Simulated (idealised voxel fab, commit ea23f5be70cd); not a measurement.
process module | voxel capacitor over wiring
cross-section cut | 195 nm wide | cells 5 nm
A cross-section is a grid of square cells, given in bands from the top down. A band is one or more rows of cells.
Each band's line starts with the height of the band's top and of its bottom, in nm. Then come its materials from left to right, each with its width in nm. One material with "throughout" fills the band from edge to edge. "air" is empty space.
Height 0 is the level under which the wafer as received is all one material. The lowest band goes on downwards, as in "0 down".
A width such as "30 to 40" changes by the same amount from each row of cells to the next, from the band's top row to its bottom row.
"no change" after a step means that no cell of the cross-section changed.
closed voids: empty space of 8 cells or more with no open way to the top, each as width x height at its distance from the left edge, in nm
after a step's settings: what the simulator itself notes on the step
overlay nm, on a step with a mask: how far to the right of its planned place the mask lay; to the left if negative
plan
1 op RECEIVE | material Si
2 op CONFORMAL_DEP | material SiO2 | thk nm 15
3 op CONFORMAL_DEP | material SiCN | thk nm 5
4 op DIRECTIONAL_DEP | material lowk | thk nm 20
5 op MASKED_ETCH | tone open | mask id METAL_1 | width nm 20 | pitch nm 80 | etch materials lowk | depth nm 20 | overlay nm 0
6 op MASKED_ETCH | tone open | mask id METAL_1 | width nm 20 | pitch nm 80 | etch materials SiCN | depth nm 5 | overlay nm 0
7 op CONFORMAL_DEP | material TiN | thk nm 5
8 op FILL_DEP | material Cu | thk nm 5
9 op CMP | height nm 40
10 op CONFORMAL_DEP | material SiCN | thk nm 5
11 op DIRECTIONAL_DEP | material lowk | thk nm 20
12 op DIRECTIONAL_DEP | material aC | thk nm 10
13 op PATTERN | tone open | mask id PLUG_1 | material resist | width nm 15 | thk nm 25 | overlay nm 0
14 op DIRECTIONAL_ETCH | etch materials aC | depth nm 10
15 op STRIP | etch materials resist
16 op DIRECTIONAL_ETCH | etch materials lowk | depth nm 20
17 op DIRECTIONAL_ETCH | etch materials SiCN | depth nm 5
18 op STRIP | etch materials aC
19 op CONFORMAL_DEP | material TiN | thk nm 5
20 op FILL_DEP | material Ru | thk nm 10
21 op CMP | height nm 65
22 op DIRECTIONAL_DEP | material TiN | thk nm 5
23 op DIRECTIONAL_DEP | material Al2O3 | thk nm 5
24 op DIRECTIONAL_DEP | material TiN | thk nm 10
25 op MASKED_ETCH | tone cover | mask id UPPER_PLATE | width nm 65 | etch materials TiN | depth nm 10 | overlay nm 0
26 op MASKED_ETCH | tone cover | mask id UPPER_PLATE | width nm 65 | etch materials Al2O3 | depth nm 5 | overlay nm 0
27 op MASKED_ETCH | tone cover | mask id LOWER_PLATE | width nm 75 | etch materials TiN | depth nm 5 | overlay nm 0
28 op FILL_DEP | material SiO2 | thk nm 15
29 op CMP | height nm 95
30 op PATTERN | tone open | mask id PLUG_2 | material resist | width nm 15 | thk nm 15 | overlay nm 0
31 op DIRECTIONAL_ETCH | etch materials SiO2 | depth nm 10
32 op STRIP | etch materials resist
33 op CONFORMAL_DEP | material TiN | thk nm 5
34 op FILL_DEP | material W | thk nm 5
35 op CMP | height nm 95
36 op CONFORMAL_DEP | material SiCN | thk nm 5
first wafer, as planned
as received, after step 1
  0 down: Si throughout
  closed voids: none
after step 2
  15 to 0: SiO2 throughout
  below 0: unchanged
after step 3
  20 to 15: SiCN throughout
  below 15: unchanged
after step 4
  40 to 20: lowk throughout
  below 20: unchanged
after step 5
  40 to 20: lowk 45 | air 20 | lowk 60 | air 20 | lowk 50
  below 20: unchanged
after step 6
  40 to 20: lowk 45 | air 20 | lowk 60 | air 20 | lowk 50
  20 to 15: SiCN 45 | air 20 | SiCN 60 | air 20 | SiCN 50
  below 15: unchanged
after step 7
  45 to 40: TiN 50 | air 10 | TiN 70 | air 10 | TiN 55
  40 to 20: lowk 45 | TiN 5 | air 10 | TiN 5 | lowk 60 | TiN 5 | air 10 | TiN 5 | lowk 50
  20 to 15: SiCN 45 | TiN 20 | SiCN 60 | TiN 20 | SiCN 50
  below 15: unchanged
after step 8
  50 to 45: Cu throughout
  45 to 40: TiN 50 | Cu 10 | TiN 70 | Cu 10 | TiN 55
  40 to 20: lowk 45 | TiN 5 | Cu 10 | TiN 5 | lowk 60 | TiN 5 | Cu 10 | TiN 5 | lowk 50
  below 20: unchanged
after step 9
  40 to 20: lowk 45 | TiN 5 | Cu 10 | TiN 5 | lowk 60 | TiN 5 | Cu 10 | TiN 5 | lowk 50
  below 20: unchanged
after step 10
  45 to 40: SiCN throughout
  below 40: unchanged
after step 11
  65 to 45: lowk throughout
  below 45: unchanged
after step 12
  75 to 65: aC throughout
  below 65: unchanged
after step 13
  100 to 75: resist 50 | air 15 | resist 130
  below 75: unchanged
after step 14
  90 to 75: resist 50 | air 15 | resist 130
  75 to 65: aC 50 | air 15 | aC 130
  below 65: unchanged
after step 15
  75 to 65: aC 50 | air 15 | aC 130
  below 65: unchanged
after step 16
  75 to 65: aC 50 | air 15 | aC 130
  65 to 45: lowk 50 | air 15 | lowk 130
  below 45: unchanged
after step 17
  75 to 65: aC 50 | air 15 | aC 130
  65 to 45: lowk 50 | air 15 | lowk 130
  45 to 40: SiCN 50 | air 15 | SiCN 130
  below 40: unchanged
after step 18
  65 to 45: lowk 50 | air 15 | lowk 130
  below 45: unchanged
after step 19
  70 to 65: TiN 55 | air 5 | TiN 135
  65 to 45: lowk 50 | TiN 5 | air 5 | TiN 5 | lowk 130
  45 to 40: SiCN 50 | TiN 15 | SiCN 130
  below 40: unchanged
after step 20
  80 to 70: Ru throughout
  70 to 65: TiN 55 | Ru 5 | TiN 135
  65 to 45: lowk 50 | TiN 5 | Ru 5 | TiN 5 | lowk 130
  below 45: unchanged
after step 21
  65 to 45: lowk 50 | TiN 5 | Ru 5 | TiN 5 | lowk 130
  below 45: unchanged
after step 22
  70 to 65: TiN throughout
  below 65: unchanged
after step 23
  75 to 70: Al2O3 throughout
  below 70: unchanged
after step 24
  85 to 75: TiN throughout
  below 75: unchanged
after step 25
  85 to 75: air 50 | TiN 65 | air 80
  below 75: unchanged
after step 26
  85 to 75: air 50 | TiN 65 | air 80
  75 to 70: air 50 | Al2O3 65 | air 80
  below 70: unchanged
after step 27
  85 to 75: air 50 | TiN 65 | air 80
  75 to 70: air 50 | Al2O3 65 | air 80
  70 to 65: air 45 | TiN 75 | air 75
  below 65: unchanged
after step 28
  100 to 85: SiO2 throughout
  85 to 75: SiO2 50 | TiN 65 | SiO2 80
  75 to 70: SiO2 50 | Al2O3 65 | SiO2 80
  70 to 65: SiO2 45 | TiN 75 | SiO2 75
  below 65: unchanged
after step 29
  95 to 85: SiO2 throughout
  below 85: unchanged
after step 30
  110 to 95: resist 60 | air 15 | resist 120
  below 95: unchanged
after step 31
  110 to 95: resist 60 | air 15 | resist 120
  95 to 85: SiO2 60 | air 15 | SiO2 120
  below 85: unchanged
after step 32
  95 to 85: SiO2 60 | air 15 | SiO2 120
  below 85: unchanged
after step 33
  100 to 95: TiN 65 | air 5 | TiN 125
  95 to 90: SiO2 60 | TiN 5 | air 5 | TiN 5 | SiO2 120
  90 to 85: SiO2 60 | TiN 15 | SiO2 120
  below 85: unchanged
after step 34
  105 to 100: W throughout
  100 to 95: TiN 65 | W 5 | TiN 125
  95 to 90: SiO2 60 | TiN 5 | W 5 | TiN 5 | SiO2 120
  below 90: unchanged
after step 35
  95 to 90: SiO2 60 | TiN 5 | W 5 | TiN 5 | SiO2 120
  below 90: unchanged
after step 36
  100 to 95: SiCN throughout
  below 95: unchanged
second wafer: like start, like plan, one mistake. Through step 4 it matches the first wafer
when step 5 should have ended
  40 to 20: lowk 45 | air 25 | lowk 55 | air 25 | lowk 45
  below 20: unchanged
when step 6 should have ended
  40 to 20: lowk 45 | air 25 | lowk 55 | air 25 | lowk 45
  20 to 15: SiCN 45 | air 20 | SiCN 60 | air 20 | SiCN 50
  below 15: unchanged
when step 7 should have ended
  45 to 40: TiN 50 | air 15 | TiN 65 | air 15 | TiN 50
  40 to 25: lowk 45 | TiN 5 | air 15 | TiN 5 | lowk 55 | TiN 5 | air 15 | TiN 5 | lowk 45
  25 to 20: lowk 45 | TiN 5 | air 10 | TiN 10 | lowk 55 | TiN 5 | air 10 | TiN 10 | lowk 45
  20 to 15: SiCN 45 | TiN 20 | SiCN 60 | TiN 20 | SiCN 50
  below 15: unchanged
when step 8 should have ended
  50 to 45: Cu throughout
  45 to 40: TiN 50 | Cu 15 | TiN 65 | Cu 15 | TiN 50
  40 to 25: lowk 45 | TiN 5 | Cu 15 | TiN 5 | lowk 55 | TiN 5 | Cu 15 | TiN 5 | lowk 45
  25 to 20: lowk 45 | TiN 5 | Cu 10 | TiN 10 | lowk 55 | TiN 5 | Cu 10 | TiN 10 | lowk 45
  below 20: unchanged
when step 9 should have ended
  40 to 25: lowk 45 | TiN 5 | Cu 15 | TiN 5 | lowk 55 | TiN 5 | Cu 15 | TiN 5 | lowk 45
  below 25: unchanged
when step 10 should have ended
  45 to 40: SiCN throughout
  below 40: unchanged
when step 11 should have ended
  65 to 45: lowk throughout
  below 45: unchanged
when step 12 should have ended
  75 to 65: aC throughout
  below 65: unchanged
when step 13 should have ended
  100 to 75: resist 50 | air 15 | resist 130
  below 75: unchanged
when step 14 should have ended
  90 to 75: resist 50 | air 15 | resist 130
  75 to 65: aC 50 | air 15 | aC 130
  below 65: unchanged
when step 15 should have ended
  75 to 65: aC 50 | air 15 | aC 130
  below 65: unchanged
when step 16 should have ended
  75 to 65: aC 50 | air 15 | aC 130
  65 to 45: lowk 50 | air 15 | lowk 130
  below 45: unchanged
when step 17 should have ended
  75 to 65: aC 50 | air 15 | aC 130
  65 to 45: lowk 50 | air 15 | lowk 130
  45 to 40: SiCN 50 | air 15 | SiCN 130
  below 40: unchanged
when step 18 should have ended
  65 to 45: lowk 50 | air 15 | lowk 130
  below 45: unchanged
when step 19 should have ended
  70 to 65: TiN 55 | air 5 | TiN 135
  65 to 45: lowk 50 | TiN 5 | air 5 | TiN 5 | lowk 130
  45 to 40: SiCN 50 | TiN 15 | SiCN 130
  below 40: unchanged
when step 20 should have ended
  80 to 70: Ru throughout
  70 to 65: TiN 55 | Ru 5 | TiN 135
  65 to 45: lowk 50 | TiN 5 | Ru 5 | TiN 5 | lowk 130
  below 45: unchanged
when step 21 should have ended
  65 to 45: lowk 50 | TiN 5 | Ru 5 | TiN 5 | lowk 130
  below 45: unchanged
when step 22 should have ended
  70 to 65: TiN throughout
  below 65: unchanged
when step 23 should have ended
  75 to 70: Al2O3 throughout
  below 70: unchanged
when step 24 should have ended
  85 to 75: TiN throughout
  below 75: unchanged
when step 25 should have ended
  85 to 75: air 50 | TiN 65 | air 80
  below 75: unchanged
when step 26 should have ended
  85 to 75: air 50 | TiN 65 | air 80
  75 to 70: air 50 | Al2O3 65 | air 80
  below 70: unchanged
when step 27 should have ended
  85 to 75: air 50 | TiN 65 | air 80
  75 to 70: air 50 | Al2O3 65 | air 80
  70 to 65: air 45 | TiN 75 | air 75
  below 65: unchanged
when step 28 should have ended
  100 to 85: SiO2 throughout
  85 to 75: SiO2 50 | TiN 65 | SiO2 80
  75 to 70: SiO2 50 | Al2O3 65 | SiO2 80
  70 to 65: SiO2 45 | TiN 75 | SiO2 75
  below 65: unchanged
when step 29 should have ended
  95 to 85: SiO2 throughout
  below 85: unchanged
when step 30 should have ended
  110 to 95: resist 60 | air 15 | resist 120
  below 95: unchanged
when step 31 should have ended
  110 to 95: resist 60 | air 15 | resist 120
  95 to 85: SiO2 60 | air 15 | SiO2 120
  below 85: unchanged
when step 32 should have ended
  95 to 85: SiO2 60 | air 15 | SiO2 120
  below 85: unchanged
when step 33 should have ended
  100 to 95: TiN 65 | air 5 | TiN 125
  95 to 90: SiO2 60 | TiN 5 | air 5 | TiN 5 | SiO2 120
  90 to 85: SiO2 60 | TiN 15 | SiO2 120
  below 85: unchanged
when step 34 should have ended
  105 to 100: W throughout
  100 to 95: TiN 65 | W 5 | TiN 125
  95 to 90: SiO2 60 | TiN 5 | W 5 | TiN 5 | SiO2 120
  below 90: unchanged
when step 35 should have ended
  95 to 90: SiO2 60 | TiN 5 | W 5 | TiN 5 | SiO2 120
  below 90: unchanged
when step 36 should have ended
  100 to 95: SiCN throughout
  below 95: unchanged
what went wrong: step 5 ran as: op MASKED_ETCH | tone open | mask id METAL_1 | width nm 25 | pitch nm 80 | etch materials lowk | depth nm 20 | overlay nm 0
at the end the second wafer has, in cells: 6 more of Cu | 2 more of TiN | 8 fewer of lowk
